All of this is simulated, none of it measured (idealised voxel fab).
The process module presented herein is designated voxel gate over fins.
Shown is cross-section cut, with a width of 240 nm and square cells of size 5 nm.
Cross-section format: a grid of square cells, given as bands from top to bottom; each band is one or more rows of cells.
What a band's entry tells you: where the top is and where the bottom is, as heights in nm, and after that what lies inside, material by material from left to right, each with its width in nm. Empty space is written as the word "air", and a single material marked with the word "throughout" occupies the band from edge to edge.
Heights are expressed relative to 0, this being the level below which the as-received wafer comprises one material exclusively. The lowest band is unbounded in the downward direction and is denoted as in "0 and below".
Quick explanation for "30->40": the width changes in equal steps down the rows of cells, from the first number in the band's top row to the second number in its bottom row.
For the purposes of this document, the phrase "nothing was modified" attached to a step denotes that no cell within the cross-section was modified by that step.
Any empty space of 8 cells or more lacking an open way to the top shows up in "Fully sealed voids" as width x height at distance, distance from the left edge, in nm.
Anything after a step's settings on that line? It's the simulator's own note about the step.
If you see "overlay nm" on a step's line and that step has a mask, it's telling you how far right of where it was planned the mask ended up; a negative number means it went left instead.
How should the pairs below be read? Each gives the cross-section before one process step and the cross-section after it, the latter drawn only to the lowest band that changed; the step that lies between them, with its settings, appears under the pair. Does a pair pick up where the pair above left off? Only where its entry headed "Before processing" says so, since pairs can come from different runs of this module on the same starting wafer.
Before processing
> 0 and below | Si throughout
> Fully sealed voids: none
As Processed
> 10 down to 0 | SiN throughout
> Beneath the level 0, the cross-section is identical to its previous state.
> Fully sealed voids: none
Here is the step that sits between the two cross-sections above: CONFORMAL_DEP | material SiN | thk nm 10
Before processing: taken from the pair above, after panel.
As Processed
> 10 down to 0 | air 55 nm, then SiN 15 nm, then air 40 nm, then SiN 15 nm, then air 40 nm, then SiN 15 nm, then air 60 nm
> Beneath the level 0, the cross-section is identical to its previous state.
> Fully sealed voids: none
Here is the step that sits between the two cross-sections above: MASKED_ETCH | tone cover | mask id FINS | width nm 15 | pitch nm 55 | etch materials SiN | depth nm 10 | overlay nm 0
Before processing: taken from the pair above, after panel.
As Processed
> 10 down to 0 | air 55 nm, then SiN 15 nm, then air 40 nm, then SiN 15 nm, then air 40 nm, then SiN 15 nm, then air 60 nm
> 0 down to -30 | air 55 nm, then Si 15 nm, then air 40 nm, then Si 15 nm, then air 40 nm, then Si 15 nm, then air 60 nm
> Beneath the level -30, the cross-section is identical to its previous state.
> Fully sealed voids: none
Here is the step that sits between the two cross-sections above: MASKED_ETCH | tone cover | mask id FINS | width nm 15 | pitch nm 55 | etch materials Si | depth nm 30 | overlay nm 0
Before processing: taken from the pair above, after panel.
As Processed
> 20 down to 10 | SiO2 throughout
> 10 down to 0 | SiO2 55 nm, then SiN 15 nm, then SiO2 40 nm, then SiN 15 nm, then SiO2 40 nm, then SiN 15 nm, then SiO2 60 nm
> 0 down to -30 | SiO2 55 nm, then Si 15 nm, then SiO2 40 nm, then Si 15 nm, then SiO2 40 nm, then Si 15 nm, then SiO2 60 nm
> Beneath the level -30, the cross-section is identical to its previous state.
> Fully sealed voids: none
Here is the step that sits between the two cross-sections above: FILL_DEP | material SiO2 | thk nm 10
Before processing: taken from the pair above, after panel.
As Processed
> 10 down to 0 | SiO2 55 nm, then SiN 15 nm, then SiO2 40 nm, then SiN 15 nm, then SiO2 40 nm, then SiN 15 nm, then SiO2 60 nm
> Beneath the level 0, the cross-section is identical to its previous state.
> Fully sealed voids: none
Here is the step that sits between the two cross-sections above: CMP | height nm 10
Before processing: taken from the pair above, after panel.
As Processed
> 30 down to 10 | resist 80 nm, then air 15 nm, then resist 145 nm
> Beneath the level 10, the cross-section is identical to its previous state.
> Fully sealed voids: none
Here is the step that sits between the two cross-sections above: PATTERN | tone open | mask id RAIL | material resist | width nm 15 | thk nm 20 | overlay nm 0
Before processing: taken from the pair above, after panel.
As Processed
> 30 down to 10 | resist 80 nm, then air 15 nm, then resist 145 nm
> 10 down to 0 | SiO2 55 nm, then SiN 15 nm, then SiO2 10 nm, then air 15 nm, then SiO2 15 nm, then SiN 15 nm, then SiO2 40 nm, then SiN 15 nm, then SiO2 60 nm
> 0 down to -25 | SiO2 55 nm, then Si 15 nm, then SiO2 10 nm, then air 15 nm, then SiO2 15 nm, then Si 15 nm, then SiO2 40 nm, then Si 15 nm, then SiO2 60 nm
> Beneath the level -25, the cross-section is identical to its previous state.
> Fully sealed voids: none
Here is the step that sits between the two cross-sections above: DIRECTIONAL_ETCH | etch materials SiO2 | depth nm 35
Before processing: taken from the pair above, after panel.
As Processed
> 10 down to 0 | SiO2 55 nm, then SiN 15 nm, then SiO2 10 nm, then air 15 nm, then SiO2 15 nm, then SiN 15 nm, then SiO2 40 nm, then SiN 15 nm, then SiO2 60 nm
> Beneath the level 0, the cross-section is identical to its previous state.
> Fully sealed voids: none
Here is the step that sits between the two cross-sections above: STRIP | etch materials resist
Before processing: taken from the pair above, after panel.
As Processed
> 15 down to 10 | TiN 85 nm, then air 5 nm, then TiN 150 nm
> 10 down to 0 | SiO2 55 nm, then SiN 15 nm, then SiO2 10 nm, then TiN 5 nm, then air 5 nm, then TiN 5 nm, then SiO2 15 nm, then SiN 15 nm, then SiO2 40 nm, then SiN 15 nm, then SiO2 60 nm
> 0 down to -20 | SiO2 55 nm, then Si 15 nm, then SiO2 10 nm, then TiN 5 nm, then air 5 nm, then TiN 5 nm, then SiO2 15 nm, then Si 15 nm, then SiO2 40 nm, then Si 15 nm, then SiO2 60 nm
> -20 down to -25 | SiO2 55 nm, then Si 15 nm, then SiO2 10 nm, then TiN 15 nm, then SiO2 15 nm, then Si 15 nm, then SiO2 40 nm, then Si 15 nm, then SiO2 60 nm
> Beneath the level -25, the cross-section is identical to its previous state.
> Fully sealed voids: none
Here is the step that sits between the two cross-sections above: CONFORMAL_DEP | material TiN | thk nm 5
Before processing: taken from the pair above, after panel.
As Processed
> 20 down to 15 | Ru throughout
> 15 down to 10 | TiN 85 nm, then Ru 5 nm, then TiN 150 nm
> 10 down to 0 | SiO2 55 nm, then SiN 15 nm, then SiO2 10 nm, then TiN 5 nm, then Ru 5 nm, then TiN 5 nm, then SiO2 15 nm, then SiN 15 nm, then SiO2 40 nm, then SiN 15 nm, then SiO2 60 nm
> 0 down to -20 | SiO2 55 nm, then Si 15 nm, then SiO2 10 nm, then TiN 5 nm, then Ru 5 nm, then TiN 5 nm, then SiO2 15 nm, then Si 15 nm, then SiO2 40 nm, then Si 15 nm, then SiO2 60 nm
> Beneath the level -20, the cross-section is identical to its previous state.
> Fully sealed voids: none
Here is the step that sits between the two cross-sections above: FILL_DEP | material Ru | thk nm 5
Before processing: taken from the pair above, after panel.
As Processed
> 10 down to 0 | SiO2 55 nm, then SiN 15 nm, then SiO2 10 nm, then TiN 5 nm, then Ru 5 nm, then TiN 5 nm, then SiO2 15 nm, then SiN 15 nm, then SiO2 40 nm, then SiN 15 nm, then SiO2 60 nm
> Beneath the level 0, the cross-section is identical to its previous state.
> Fully sealed voids: none
Here is the step that sits between the two cross-sections above: CMP | height nm 10
Before processing: taken from the pair above, after panel.
As Processed
> 10 down to 0 | SiO2 55 nm, then SiN 15 nm, then SiO2 10 nm, then air 15 nm, then SiO2 15 nm, then SiN 15 nm, then SiO2 40 nm, then SiN 15 nm, then SiO2 60 nm
> 0 down to -20 | SiO2 55 nm, then Si 15 nm, then SiO2 10 nm, then air 15 nm, then SiO2 15 nm, then Si 15 nm, then SiO2 40 nm, then Si 15 nm, then SiO2 60 nm
> Beneath the level -20, the cross-section is identical to its previous state.
> Fully sealed voids: none
Here is the step that sits between the two cross-sections above: SELECTIVE_ETCH | etch materials W Ru TiN | depth nm 30
Before processing: taken from the pair above, after panel.
As Processed
> 15 down to 10 | SiO2 throughout
> 10 down to 0 | SiO2 55 nm, then SiN 15 nm, then SiO2 40 nm, then SiN 15 nm, then SiO2 40 nm, then SiN 15 nm, then SiO2 60 nm
> 0 down to -20 | SiO2 55 nm, then Si 15 nm, then SiO2 40 nm, then Si 15 nm, then SiO2 40 nm, then Si 15 nm, then SiO2 60 nm
> Beneath the level -20, the cross-section is identical to its previous state.
> Fully sealed voids: none
Here is the step that sits between the two cross-sections above: FILL_DEP | material SiO2 | thk nm 5
Before processing: taken from the pair above, after panel.
As Processed
> 10 down to 0 | SiO2 55 nm, then SiN 15 nm, then SiO2 40 nm, then SiN 15 nm, then SiO2 40 nm, then SiN 15 nm, then SiO2 60 nm
> Beneath the level 0, the cross-section is identical to its previous state.
> Fully sealed voids: none
Here is the step that sits between the two cross-sections above: CMP | height nm 10
Before processing: taken from the pair above, after panel.
As Processed
> 10 down to 0 | air 55 nm, then SiN 15 nm, then air 40 nm, then SiN 15 nm, then air 40 nm, then SiN 15 nm, then air 60 nm
> 0 down to -10 | air 55 nm, then Si 15 nm, then air 40 nm, then Si 15 nm, then air 40 nm, then Si 15 nm, then air 60 nm
> Beneath the level -10, the cross-section is identical to its previous state.
> Fully sealed voids: none
Here is the step that sits between the two cross-sections above: SELECTIVE_ETCH | etch materials SiO2 | depth nm 20
Before processing: taken from the pair above, after panel.
As Processed
> 0 down to -10 | air 55 nm, then Si 15 nm, then air 40 nm, then Si 15 nm, then air 40 nm, then Si 15 nm, then air 60 nm
> Beneath the level -10, the cross-section is identical to its previous state.
> Fully sealed voids: none
Here is the step that sits between the two cross-sections above: STRIP | etch materials SiN
Before processing: taken from the pair above, after panel.
As Processed
> 5 down to 0 | air 50 nm, then HfO2 25 nm, then air 30 nm, then HfO2 25 nm, then air 30 nm, then HfO2 25 nm, then air 55 nm
> 0 down to -5 | air 50 nm, then HfO2 5 nm, then Si 15 nm, then HfO2 5 nm, then air 30 nm, then HfO2 5 nm, then Si 15 nm, then HfO2 5 nm, then air 30 nm, then HfO2 5 nm, then Si 15 nm, then HfO2 5 nm, then air 55 nm
> -5 down to -10 | HfO2 55 nm, then Si 15 nm, then HfO2 40 nm, then Si 15 nm, then HfO2 40 nm, then Si 15 nm, then HfO2 60 nm
> Beneath the level -10, the cross-section is identical to its previous state.
> Fully sealed voids: none
Here is the step that sits between the two cross-sections above: CONFORMAL_DEP | material HfO2 | thk nm 5
Before processing: taken from the pair above, after panel.
As Processed
> 10 down to 5 | air 45 nm, then TiN 35 nm, then air 20 nm, then TiN 35 nm, then air 20 nm, then TiN 35 nm, then air 50 nm
> 5 down to 0 | air 45 nm, then TiN 5 nm, then HfO2 25 nm, then TiN 5 nm, then air 20 nm, then TiN 5 nm, then HfO2 25 nm, then TiN 5 nm, then air 20 nm, then TiN 5 nm, then HfO2 25 nm, then TiN 5 nm, then air 50 nm
> 0 down to -5 | TiN 50 nm, then HfO2 5 nm, then Si 15 nm, then HfO2 5 nm, then TiN 30 nm, then HfO2 5 nm, then Si 15 nm, then HfO2 5 nm, then TiN 30 nm, then HfO2 5 nm, then Si 15 nm, then HfO2 5 nm, then TiN 55 nm
> Beneath the level -5, the cross-section is identical to its previous state.
> Fully sealed voids: none
Here is the step that sits between the two cross-sections above: CONFORMAL_DEP | material TiN | thk nm 5
Before processing: taken from the pair above, after panel.
As Processed
> 20 down to 10 | W throughout
> 10 down to 5 | W 45 nm, then TiN 35 nm, then W 20 nm, then TiN 35 nm, then W 20 nm, then TiN 35 nm, then W 50 nm
> 5 down to 0 | W 45 nm, then TiN 5 nm, then HfO2 25 nm, then TiN 5 nm, then W 20 nm, then TiN 5 nm, then HfO2 25 nm, then TiN 5 nm, then W 20 nm, then TiN 5 nm, then HfO2 25 nm, then TiN 5 nm, then W 50 nm
> Beneath the level 0, the cross-section is identical to its previous state.
> Fully sealed voids: none
Here is the step that sits between the two cross-sections above: FILL_DEP | material W | thk nm 10
Before processing: taken from the pair above, after panel.
As Processed
> 15 down to 10 | W throughout
> Beneath the level 10, the cross-section is identical to its previous state.
> Fully sealed voids: none
Here is the step that sits between the two cross-sections above: CMP | height nm 15
Before processing: taken from the pair above, after panel.
As Processed
> 25 down to 15 | SiCN throughout
> Beneath the level 15, the cross-section is identical to its previous state.
> Fully sealed voids: none
Here is the step that sits between the two cross-sections above: CONFORMAL_DEP | material SiCN | thk nm 10
Before processing
> 0 down to -10 | air 55 nm, then Si 15 nm, then air 40 nm, then Si 15 nm, then air 40 nm, then Si 15 nm, then air 60 nm
> -10 down to -20 | SiO2 55 nm, then Si 15 nm, then SiO2 40 nm, then Si 15 nm, then SiO2 40 nm, then Si 15 nm, then SiO2 60 nm
> -20 down to -25 | SiO2 55 nm, then Si 15 nm, then SiO2 10 nm, then TiN 15 nm, then SiO2 15 nm, then Si 15 nm, then SiO2 40 nm, then Si 15 nm, then SiO2 60 nm
> -25 down to -30 | SiO2 55 nm, then Si 15 nm, then SiO2 40 nm, then Si 15 nm, then SiO2 40 nm, then Si 15 nm, then SiO2 60 nm
> -30 and below | Si throughout
> Fully sealed voids: none
As Processed
> 5 down to 0 | air 50 nm, then TiN 25 nm, then air 30 nm, then TiN 25 nm, then air 30 nm, then TiN 25 nm, then air 55 nm
> 0 down to -5 | air 50 nm, then TiN 5 nm, then Si 15 nm, then TiN 5 nm, then air 30 nm, then TiN 5 nm, then Si 15 nm, then TiN 5 nm, then air 30 nm, then TiN 5 nm, then Si 15 nm, then TiN 5 nm, then air 55 nm
> -5 down to -10 | TiN 55 nm, then Si 15 nm, then TiN 40 nm, then Si 15 nm, then TiN 40 nm, then Si 15 nm, then TiN 60 nm
> Beneath the level -10, the cross-section is identical to its previous state.
> Fully sealed voids: none
Here is the step that sits between the two cross-sections above: CONFORMAL_DEP | material TiN | thk nm 5
Before processing: taken from the pair above, after panel.
As Processed
> 15 down to 5 | W throughout
> 5 down to 0 | W 50 nm, then TiN 25 nm, then W 30 nm, then TiN 25 nm, then W 30 nm, then TiN 25 nm, then W 55 nm
> 0 down to -5 | W 50 nm, then TiN 5 nm, then Si 15 nm, then TiN 5 nm, then W 30 nm, then TiN 5 nm, then Si 15 nm, then TiN 5 nm, then W 30 nm, then TiN 5 nm, then Si 15 nm, then TiN 5 nm, then W 55 nm
> Beneath the level -5, the cross-section is identical to its previous state.
> Fully sealed voids: none
Here is the step that sits between the two cross-sections above: FILL_DEP | material W | thk nm 10
Before processing: taken from the pair above, after panel.
As Processed
> 25 down to 15 | SiCN throughout
> Beneath the level 15, the cross-section is identical to its previous state.
> Fully sealed voids: none
Here is the step that sits between the two cross-sections above: CONFORMAL_DEP | material SiCN | thk nm 10
Before processing
> 10 down to 0 | air 55 nm, then SiN 15 nm, then air 40 nm, then SiN 15 nm, then air 40 nm, then SiN 15 nm, then air 60 nm
> 0 down to -10 | air 55 nm, then Si 15 nm, then air 40 nm, then Si 15 nm, then air 40 nm, then Si 15 nm, then air 60 nm
> -10 down to -20 | SiO2 55 nm, then Si 15 nm, then SiO2 40 nm, then Si 15 nm, then SiO2 40 nm, then Si 15 nm, then SiO2 60 nm
> -20 down to -25 | SiO2 55 nm, then Si 15 nm, then SiO2 10 nm, then TiN 15 nm, then SiO2 15 nm, then Si 15 nm, then SiO2 40 nm, then Si 15 nm, then SiO2 60 nm
> -25 down to -30 | SiO2 55 nm, then Si 15 nm, then SiO2 40 nm, then Si 15 nm, then SiO2 40 nm, then Si 15 nm, then SiO2 60 nm
> -30 and below | Si throughout
> Fully sealed voids: none
As Processed
> 10 down to 0 | air 55 nm, then SiN 15 nm, then air 40 nm, then SiN 15 nm, then air 40 nm, then SiN 15 nm, then air 60 nm
> 0 down to -20 | air 55 nm, then Si 15 nm, then air 40 nm, then Si 15 nm, then air 40 nm, then Si 15 nm, then air 60 nm
> -20 down to -25 | air 55 nm, then Si 15 nm, then air 10 nm, then TiN 15 nm, then air 15 nm, then Si 15 nm, then air 40 nm, then Si 15 nm, then air 60 nm
> -25 down to -30 | air 55 nm, then Si 15 nm, then air 15 nm, then SiO2 5 nm, then air 20 nm, then Si 15 nm, then air 40 nm, then Si 15 nm, then air 60 nm
> Beneath the level -30, the cross-section is identical to its previous state.
> Fully sealed voids: none
Here is the step that sits between the two cross-sections above: SELECTIVE_ETCH | etch materials SiO2 | depth nm 20
Before processing: taken from the pair above, after panel.
As Processed
> 0 down to -20 | air 55 nm, then Si 15 nm, then air 40 nm, then Si 15 nm, then air 40 nm, then Si 15 nm, then air 60 nm
> Beneath the level -20, the cross-section is identical to its previous state.
> Fully sealed voids: none
Here is the step that sits between the two cross-sections above: STRIP | etch materials SiN
Before processing: taken from the pair above, after panel.
As Processed
> 5 down to 0 | air 50 nm, then HfO2 25 nm, then air 30 nm, then HfO2 25 nm, then air 30 nm, then HfO2 25 nm, then air 55 nm
> 0 down to -15 | air 50 nm, then HfO2 5 nm, then Si 15 nm, then HfO2 5 nm, then air 30 nm, then HfO2 5 nm, then Si 15 nm, then HfO2 5 nm, then air 30 nm, then HfO2 5 nm, then Si 15 nm, then HfO2 5 nm, then air 55 nm
> -15 down to -20 | air 50 nm, then HfO2 5 nm, then Si 15 nm, then HfO2 30 nm, then air 5 nm, then HfO2 5 nm, then Si 15 nm, then HfO2 5 nm, then air 30 nm, then HfO2 5 nm, then Si 15 nm, then HfO2 5 nm, then air 55 nm
> -20 down to -25 | air 50 nm, then HfO2 5 nm, then Si 15 nm, then HfO2 10 nm, then TiN 15 nm, then HfO2 5 nm, then air 5 nm, then HfO2 5 nm, then Si 15 nm, then HfO2 5 nm, then air 30 nm, then HfO2 5 nm, then Si 15 nm, then HfO2 5 nm, then air 55 nm
> -25 down to -30 | HfO2 55 nm, then Si 15 nm, then HfO2 15 nm, then SiO2 5 nm, then HfO2 20 nm, then Si 15 nm, then HfO2 40 nm, then Si 15 nm, then HfO2 60 nm
> Beneath the level -30, the cross-section is identical to its previous state.
> Fully sealed voids: none
Here is the step that sits between the two cross-sections above: CONFORMAL_DEP | material HfO2 | thk nm 5
Before processing: taken from the pair above, after panel.
As Processed
> 10 down to 5 | air 45 nm, then TiN 35 nm, then air 20 nm, then TiN 35 nm, then air 20 nm, then TiN 35 nm, then air 50 nm
> 5 down to 0 | air 45 nm, then TiN 5 nm, then HfO2 25 nm, then TiN 5 nm, then air 20 nm, then TiN 5 nm, then HfO2 25 nm, then TiN 5 nm, then air 20 nm, then TiN 5 nm, then HfO2 25 nm, then TiN 5 nm, then air 50 nm
> 0 down to -10 | air 45 nm, then TiN 5 nm, then HfO2 5 nm, then Si 15 nm, then HfO2 5 nm, then TiN 5 nm, then air 20 nm, then TiN 5 nm, then HfO2 5 nm, then Si 15 nm, then HfO2 5 nm, then TiN 5 nm, then air 20 nm, then TiN 5 nm, then HfO2 5 nm, then Si 15 nm, then HfO2 5 nm, then TiN 5 nm, then air 50 nm
> -10 down to -20 | air 45 nm, then TiN 5 nm, then HfO2 5 nm, then Si 15 nm, then HfO2 5->30 nm, then TiN 30->5 nm, then HfO2 5 nm, then Si 15 nm, then HfO2 5 nm, then TiN 5 nm, then air 20 nm, then TiN 5 nm, then HfO2 5 nm, then Si 15 nm, then HfO2 5 nm, then TiN 5 nm, then air 50 nm
> -20 down to -25 | TiN 50 nm, then HfO2 5 nm, then Si 15 nm, then HfO2 10 nm, then TiN 15 nm, then HfO2 5 nm, then TiN 5 nm, then HfO2 5 nm, then Si 15 nm, then HfO2 5 nm, then TiN 30 nm, then HfO2 5 nm, then Si 15 nm, then HfO2 5 nm, then TiN 55 nm
> Beneath the level -25, the cross-section is identical to its previous state.
> Fully sealed voids: none
Here is the step that sits between the two cross-sections above: CONFORMAL_DEP | material TiN | thk nm 5
Before processing: taken from the pair above, after panel.
As Processed
> 20 down to 10 | W throughout
> 10 down to 5 | W 45 nm, then TiN 35 nm, then W 20 nm, then TiN 35 nm, then W 20 nm, then TiN 35 nm, then W 50 nm
> 5 down to 0 | W 45 nm, then TiN 5 nm, then HfO2 25 nm, then TiN 5 nm, then W 20 nm, then TiN 5 nm, then HfO2 25 nm, then TiN 5 nm, then W 20 nm, then TiN 5 nm, then HfO2 25 nm, then TiN 5 nm, then W 50 nm
> 0 down to -10 | W 45 nm, then TiN 5 nm, then HfO2 5 nm, then Si 15 nm, then HfO2 5 nm, then TiN 5 nm, then W 20 nm, then TiN 5 nm, then HfO2 5 nm, then Si 15 nm, then HfO2 5 nm, then TiN 5 nm, then W 20 nm, then TiN 5 nm, then HfO2 5 nm, then Si 15 nm, then HfO2 5 nm, then TiN 5 nm, then W 50 nm
> -10 down to -20 | W 45 nm, then TiN 5 nm, then HfO2 5 nm, then Si 15 nm, then HfO2 5->30 nm, then TiN 30->5 nm, then HfO2 5 nm, then Si 15 nm, then HfO2 5 nm, then TiN 5 nm, then W 20 nm, then TiN 5 nm, then HfO2 5 nm, then Si 15 nm, then HfO2 5 nm, then TiN 5 nm, then W 50 nm
> Beneath the level -20, the cross-section is identical to its previous state.
> Fully sealed voids: none
Here is the step that sits between the two cross-sections above: FILL_DEP | material W | thk nm 10
Before processing: taken from the pair above, after panel.
As Processed
> 15 down to 10 | W throughout
> Beneath the level 10, the cross-section is identical to its previous state.
> Fully sealed voids: none
Here is the step that sits between the two cross-sections above: CMP | height nm 15
Before processing: taken from the pair above, after panel.
As Processed
> 25 down to 15 | SiCN throughout
> Beneath the level 15, the cross-section is identical to its previous state.
> Fully sealed voids: none
Here is the step that sits between the two cross-sections above: CONFORMAL_DEP | material SiCN | thk nm 10
Before processing
> 10 down to 0 | SiO2 55 nm, then SiN 15 nm, then SiO2 40 nm, then SiN 15 nm, then SiO2 40 nm, then SiN 15 nm, then SiO2 60 nm
> 0 down to -20 | SiO2 55 nm, then Si 15 nm, then SiO2 40 nm, then Si 15 nm, then SiO2 40 nm, then Si 15 nm, then SiO2 60 nm
> -20 down to -25 | SiO2 55 nm, then Si 15 nm, then SiO2 10 nm, then TiN 15 nm, then SiO2 15 nm, then Si 15 nm, then SiO2 40 nm, then Si 15 nm, then SiO2 60 nm
> -25 down to -30 | SiO2 55 nm, then Si 15 nm, then SiO2 40 nm, then Si 15 nm, then SiO2 40 nm, then Si 15 nm, then SiO2 60 nm
> -30 and below | Si throughout
> Fully sealed voids: none
As Processed
> 10 down to 0 | SiO2 55 nm, then air 15 nm, then SiO2 40 nm, then air 15 nm, then SiO2 40 nm, then air 15 nm, then SiO2 60 nm
> Beneath the level 0, the cross-section is identical to its previous state.
> Fully sealed voids: none
Here is the step that sits between the two cross-sections above: STRIP | etch materials SiN
Before processing: taken from the pair above, after panel.
As Processed
> 0 down to -10 | air 55 nm, then Si 15 nm, then air 40 nm, then Si 15 nm, then air 40 nm, then Si 15 nm, then air 60 nm
> -10 down to -20 | SiO2 35 nm, then air 20 nm, then Si 15 nm, then air 40 nm, then Si 15 nm, then air 40 nm, then Si 15 nm, then air 20 nm, then SiO2 40 nm
> Beneath the level -20, the cross-section is identical to its previous state.
> Fully sealed voids: none
Here is the step that sits between the two cross-sections above: SELECTIVE_ETCH | etch materials SiO2 | depth nm 20
Before processing: taken from the pair above, after panel.
As Processed
> 5 down to 0 | air 50 nm, then HfO2 25 nm, then air 30 nm, then HfO2 25 nm, then air 30 nm, then HfO2 25 nm, then air 55 nm
> 0 down to -5 | air 50 nm, then HfO2 5 nm, then Si 15 nm, then HfO2 5 nm, then air 30 nm, then HfO2 5 nm, then Si 15 nm, then HfO2 5 nm, then air 30 nm, then HfO2 5 nm, then Si 15 nm, then HfO2 5 nm, then air 55 nm
> -5 down to -10 | HfO2 40 nm, then air 10 nm, then HfO2 5 nm, then Si 15 nm, then HfO2 5 nm, then air 30 nm, then HfO2 5 nm, then Si 15 nm, then HfO2 5 nm, then air 30 nm, then HfO2 5 nm, then Si 15 nm, then HfO2 5 nm, then air 10 nm, then HfO2 45 nm
> -10 down to -15 | SiO2 35 nm, then HfO2 5 nm, then air 10 nm, then HfO2 5 nm, then Si 15 nm, then HfO2 5 nm, then air 30 nm, then HfO2 5 nm, then Si 15 nm, then HfO2 5 nm, then air 30 nm, then HfO2 5 nm, then Si 15 nm, then HfO2 5 nm, then air 10 nm, then HfO2 5 nm, then SiO2 40 nm
> -15 down to -20 | SiO2 35 nm, then HfO2 20 nm, then Si 15 nm, then HfO2 40 nm, then Si 15 nm, then HfO2 40 nm, then Si 15 nm, then HfO2 20 nm, then SiO2 40 nm
> Beneath the level -20, the cross-section is identical to its previous state.
> Fully sealed voids: none
Here is the step that sits between the two cross-sections above: CONFORMAL_DEP | material HfO2 | thk nm 5
Before processing: taken from the pair above, after panel.
As Processed
> 10 down to 5 | air 45 nm, then TiN 35 nm, then air 20 nm, then TiN 35 nm, then air 20 nm, then TiN 35 nm, then air 50 nm
> 5 down to 0 | air 45 nm, then TiN 5 nm, then HfO2 25 nm, then TiN 5 nm, then air 20 nm, then TiN 5 nm, then HfO2 25 nm, then TiN 5 nm, then air 20 nm, then TiN 5 nm, then HfO2 25 nm, then TiN 5 nm, then air 50 nm
> 0 down to -5 | TiN 50 nm, then HfO2 5 nm, then Si 15 nm, then HfO2 5 nm, then TiN 5 nm, then air 20 nm, then TiN 5 nm, then HfO2 5 nm, then Si 15 nm, then HfO2 5 nm, then TiN 5 nm, then air 20 nm, then TiN 5 nm, then HfO2 5 nm, then Si 15 nm, then HfO2 5 nm, then TiN 55 nm
> -5 down to -10 | HfO2 40 nm, then TiN 10 nm, then HfO2 5 nm, then Si 15 nm, then HfO2 5 nm, then TiN 5 nm, then air 20 nm, then TiN 5 nm, then HfO2 5 nm, then Si 15 nm, then HfO2 5 nm, then TiN 5 nm, then air 20 nm, then TiN 5 nm, then HfO2 5 nm, then Si 15 nm, then HfO2 5 nm, then TiN 10 nm, then HfO2 45 nm
> -10 down to -15 | SiO2 35 nm, then HfO2 5 nm, then TiN 10 nm, then HfO2 5 nm, then Si 15 nm, then HfO2 5 nm, then TiN 30 nm, then HfO2 5 nm, then Si 15 nm, then HfO2 5 nm, then TiN 30 nm, then HfO2 5 nm, then Si 15 nm, then HfO2 5 nm, then TiN 10 nm, then HfO2 5 nm, then SiO2 40 nm
> Beneath the level -15, the cross-section is identical to its previous state.
> Fully sealed voids: none
Here is the step that sits between the two cross-sections above: CONFORMAL_DEP | material TiN | thk nm 5
Before processing: taken from the pair above, after panel.
As Processed
> 20 down to 10 | W throughout
> 10 down to 5 | W 45 nm, then TiN 35 nm, then W 20 nm, then TiN 35 nm, then W 20 nm, then TiN 35 nm, then W 50 nm
> 5 down to 0 | W 45 nm, then TiN 5 nm, then HfO2 25 nm, then TiN 5 nm, then W 20 nm, then TiN 5 nm, then HfO2 25 nm, then TiN 5 nm, then W 20 nm, then TiN 5 nm, then HfO2 25 nm, then TiN 5 nm, then W 50 nm
> 0 down to -5 | TiN 50 nm, then HfO2 5 nm, then Si 15 nm, then HfO2 5 nm, then TiN 5 nm, then W 20 nm, then TiN 5 nm, then HfO2 5 nm, then Si 15 nm, then HfO2 5 nm, then TiN 5 nm, then W 20 nm, then TiN 5 nm, then HfO2 5 nm, then Si 15 nm, then HfO2 5 nm, then TiN 55 nm
> -5 down to -10 | HfO2 40 nm, then TiN 10 nm, then HfO2 5 nm, then Si 15 nm, then HfO2 5 nm, then TiN 5 nm, then W 20 nm, then TiN 5 nm, then HfO2 5 nm, then Si 15 nm, then HfO2 5 nm, then TiN 5 nm, then W 20 nm, then TiN 5 nm, then HfO2 5 nm, then Si 15 nm, then HfO2 5 nm, then TiN 10 nm, then HfO2 45 nm
> Beneath the level -10, the cross-section is identical to its previous state.
> Fully sealed voids: none
Here is the step that sits between the two cross-sections above: FILL_DEP | material W | thk nm 10
Before processing: taken from the pair above, after panel.
As Processed
> 15 down to 10 | W throughout
> Beneath the level 10, the cross-section is identical to its previous state.
> Fully sealed voids: none
Here is the step that sits between the two cross-sections above: CMP | height nm 15
Before processing: taken from the pair above, after panel.
As Processed
> 25 down to 15 | SiCN throughout
> Beneath the level 15, the cross-section is identical to its previous state.
> Fully sealed voids: none
Here is the step that sits between the two cross-sections above: CONFORMAL_DEP | material SiCN | thk nm 10
Before processing
> 5 down to 0 | air 50 nm, then HfO2 25 nm, then air 30 nm, then HfO2 25 nm, then air 30 nm, then HfO2 25 nm, then air 55 nm
> 0 down to -5 | air 50 nm, then HfO2 5 nm, then Si 15 nm, then HfO2 5 nm, then air 30 nm, then HfO2 5 nm, then Si 15 nm, then HfO2 5 nm, then air 30 nm, then HfO2 5 nm, then Si 15 nm, then HfO2 5 nm, then air 55 nm
> -5 down to -10 | HfO2 55 nm, then Si 15 nm, then HfO2 40 nm, then Si 15 nm, then HfO2 40 nm, then Si 15 nm, then HfO2 60 nm
> -10 down to -20 | SiO2 55 nm, then Si 15 nm, then SiO2 40 nm, then Si 15 nm, then SiO2 40 nm, then Si 15 nm, then SiO2 60 nm
> -20 down to -25 | SiO2 55 nm, then Si 15 nm, then SiO2 10 nm, then TiN 15 nm, then SiO2 15 nm, then Si 15 nm, then SiO2 40 nm, then Si 15 nm, then SiO2 60 nm
> -25 down to -30 | SiO2 55 nm, then Si 15 nm, then SiO2 40 nm, then Si 15 nm, then SiO2 40 nm, then Si 15 nm, then SiO2 60 nm
> -30 and below | Si throughout
> Fully sealed voids: none
As Processed
> 20 down to 10 | air 35 nm, then TiN 165 nm, then air 40 nm
> 10 down to 5 | TiN throughout
> 5 down to 0 | TiN 50 nm, then HfO2 25 nm, then TiN 30 nm, then HfO2 25 nm, then TiN 30 nm, then HfO2 25 nm, then TiN 55 nm
> 0 down to -5 | TiN 50 nm, then HfO2 5 nm, then Si 15 nm, then HfO2 5 nm, then TiN 30 nm, then HfO2 5 nm, then Si 15 nm, then HfO2 5 nm, then TiN 30 nm, then HfO2 5 nm, then Si 15 nm, then HfO2 5 nm, then TiN 55 nm
> Beneath the level -5, the cross-section is identical to its previous state.
> Fully sealed voids: none
Here is the step that sits between the two cross-sections above: CONFORMAL_DEP | material TiN | thk nm 15
Before processing: taken from the pair above, after panel.
As Processed
> 30 down to 20 | W throughout
> 20 down to 10 | W 35 nm, then TiN 165 nm, then W 40 nm
> Beneath the level 10, the cross-section is identical to its previous state.
> Fully sealed voids: none
Here is the step that sits between the two cross-sections above: FILL_DEP | material W | thk nm 10
Before processing: taken from the pair above, after panel.
As Processed
> 15 down to 10 | W 35 nm, then TiN 165 nm, then W 40 nm
> Beneath the level 10, the cross-section is identical to its previous state.
> Fully sealed voids: none
Here is the step that sits between the two cross-sections above: CMP | height nm 15
Before processing: taken from the pair above, after panel.
As Processed
> 25 down to 15 | SiCN throughout
> Beneath the level 15, the cross-section is identical to its previous state.
> Fully sealed voids: none
Here is the step that sits between the two cross-sections above: CONFORMAL_DEP | material SiCN | thk nm 10
